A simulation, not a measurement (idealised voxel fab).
Presented below is a process module, voxel plated lines.
Square cells of 5 nm make up the cross-section cut, whose width is 175 nm.
The cross-sections in this document take the form of a grid made of square cells. They are written out as bands, in order from top to bottom. Each band consists of one or more rows of cells.
Within each band entry, the heights of the top and of the bottom of the band appear first, in that order and in nm; the materials of the band then follow from left to right, each with its corresponding width in nm. The designation "everywhere" on a single material indicates that it fills the band from edge to edge; the designation "empty" indicates empty space.
Heights from 0 (as-received wafer is one material below). Bottom band endless downward, as "0 and below".
Note: "30..40" means the width goes from the first number (top row of the band) to the second number (bottom row) in equal steps per row of cells.
Reading "everything unchanged" for a step: not a cell of the cross-section changed in it.
Enclosed voids (no open way to top), threshold 8 cells or more, entry "Unvented voids", notation width x height at distance, distance from left edge, nm.
Text after the settings on a step's line: the simulator's own remark on that step.
overlay nm: mask right of planned place by this much (step with mask). Neg. = left.
# The following list gives the planned process steps
1. RECEIVE [material Si]
2. CONFORMAL_DEP [material SiO2] [thk nm 5]
3. DIRECTIONAL_DEP [material TiN] [thk nm 5]
4. PATTERN [tone open] [mask id LINES] [material resist] [width nm 15] [pitch nm 35] [thk nm 20] [overlay nm 0]
5. EPI [material Ru] [thk nm 10]
6. STRIP [etch materials resist]
7. DIRECTIONAL_ETCH [etch materials TiN] [depth nm 5]
8. CONFORMAL_DEP [material SiCN] [thk nm 10]
# Wafer at receipt (post step 1), cross-section
0 and below  Si everywhere
Unvented voids: none
# Same starting wafer, same plan as above, one mistake in the execution; this is the cross-section at the end of the module
40 down to 30  15 of empty / 140 of SiCN / 20 of empty
30 down to 15  15 of empty / 10 of SiCN / 15 of Ru / 20 of SiCN / 15 of Ru / 20 of SiCN / 15 of Ru / 20 of SiCN / 15 of Ru / 10 of SiCN / 20 of empty
15 down to 10  25 of SiCN / 15 of Ru / 20 of SiCN / 15 of Ru / 20 of SiCN / 15 of Ru / 20 of SiCN / 15 of Ru / 30 of SiCN
10 down to 5  25 of SiCN / 15 of TiN / 20 of SiCN / 15 of TiN / 20 of SiCN / 15 of TiN / 20 of SiCN / 15 of TiN / 30 of SiCN
5 down to 0  SiO2 everywhere
0 and below  Si everywhere
Unvented voids: none
Plan not followed: plan step 5 ran twice
